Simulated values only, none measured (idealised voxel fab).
process module | voxel released beams
cross-section cut | 180 nm wide | cells 5 nm
A cross-section is a grid of square cells, given in bands from the top down. A band is one or more rows of cells.
Each band's line starts with the height of the band's top and of its bottom, in nm. Then come its materials from left to right, each with its width in nm. One material with "throughout" fills the band from edge to edge. "air" is empty space.
Height 0 is the level under which the wafer as received is all one material. The lowest band goes on downwards, as in "0 down".
A width such as "30 to 40" changes by the same amount from each row of cells to the next, from the band's top row to its bottom row.
"no change" after a step means that no cell of the cross-section changed.
closed voids: empty space of 8 cells or more with no open way to the top, each as width x height at its distance from the left edge, in nm
after a step's settings: what the simulator itself notes on the step
overlay nm, on a step with a mask: how far to the right of its planned place the mask lay; to the left if negative
plan
1 op RECEIVE | material Si
2 op CONFORMAL_DEP | material Al2O3 | thk nm 5
3 op DIRECTIONAL_DEP | material SiO2 | thk nm 20
4 op MASKED_ETCH | tone open | mask id ANCHOR | width nm 40 | etch materials SiO2 | depth nm 20 | overlay nm 0
5 op CONFORMAL_DEP | material SiN | thk nm 15
6 op PATTERN | tone cover | mask id BEAM | material resist | width nm 105 | thk nm 15 | overlay nm 0
7 op DIRECTIONAL_ETCH | etch materials SiN | depth nm 15
8 op STRIP | etch materials resist
9 op STRIP | etch materials SiO2
as received, after step 1
  0 down: Si throughout
  closed voids: none
a wafer at the end: this start, this plan, one mistake
  35 to 20: air 35 | SiN 20 | air 10 | SiN 75 | air 40
  20 to 15: air 40 | SiN 15 | air 10 | SiN 15 | air 100
  15 to 0: air 40 | SiN 40 | air 100
  0 down: Si throughout
  closed voids: none
what went wrong: step 2 was left out
